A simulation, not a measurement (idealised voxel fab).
Proc. module: voxel ribs on slabs
The width of the displayed cross-section, cut, is 270 nm; its cells are square, with a size of 5 nm.
In this document a cross-section is written as a grid of square cells. It is given as a series of bands, listed from the top down, and a band is one or more rows of cells. Quick guide to a band line: top height, bottom height (nm) up front; then every material left to right with its width in nm. Only one material and it's marked "edge to edge"? Then it fills the band edge to edge. And "empty" just means empty space. Counting heights begins at 0, where everything beneath is, in the wafer as received, one material. The lowest band has no bottom; it goes on downwards, as "z 0 and below" shows. Per-row width for "30..40": begins at first number (top row of band), ends at second number (bottom row), increment between rows held constant. "nothing got changed", as given for a step, is the statement that not any cell of the cross-section underwent a change during that step. This entry, "Sealed void inventory", enumerates those empty regions of no fewer than 8 cells that possess no open connection to the top. Each region is reported in the form width x height at distance, the distance being taken from the left edge, with all three quantities expressed in nm. after a step's settings: what the simulator itself notes on the step. For masked steps, "overlay nm" on the step line gives how far right of plan the mask actually lay; a minus sign means it lay to the left.

Set out below are the planned steps of the process
1,RECEIVE [material Si]
2,DIRECTIONAL_DEP [material SiO2] [thk nm 30]
3,DIRECTIONAL_DEP [material polySi] [thk nm 25]
4,MASKED_ETCH [tone cover] [mask id RIB] [width nm 20] [etch materials polySi] [depth nm 5] [overlay nm 0]
5,MASKED_ETCH [tone cover] [mask id SLAB] [width nm 80] [etch materials polySi] [depth nm 20] [overlay nm 0]
6,FILL_DEP [material SiO2] [thk nm 30]
7,CMP [height nm 75]
8,DIRECTIONAL_DEP [material W] [thk nm 10]
9,PATTERN [tone cover] [mask id HEATER] [material resist] [width nm 30] [thk nm 15] [overlay nm 0]
10,DIRECTIONAL_ETCH [etch materials W] [depth nm 10]
11,STRIP [etch materials resist]
12,CONFORMAL_DEP [material SiO2] [thk nm 10]

Wafer cross-section on receipt, i.e. after step 1
  z 0 and below  Si edge to edge
  Sealed void inventory: none

The following cross-section depicts the wafer upon conclusion of the module. Processing commenced from the starting condition illustrated above and adhered to the plan illustrated above, save for one mistake in execution
  z 95 to 85  empty 110 nm, SiO2 50 nm, empty 110 nm
  z 85 to 75  SiO2 120 nm, W 30 nm, SiO2 120 nm
  z 75 to 55  SiO2 edge to edge
  z 55 to 50  SiO2 125 nm, polySi 20 nm, SiO2 125 nm
  z 50 to 30  SiO2 95 nm, polySi 80 nm, SiO2 95 nm
  z 30 to 0  W edge to edge
  z 0 and below  Si edge to edge
  Sealed void inventory: none
Deviation noted in wafer processing: step 2 off recipe, ran as DIRECTIONAL_DEP [material W] [thk nm 30]
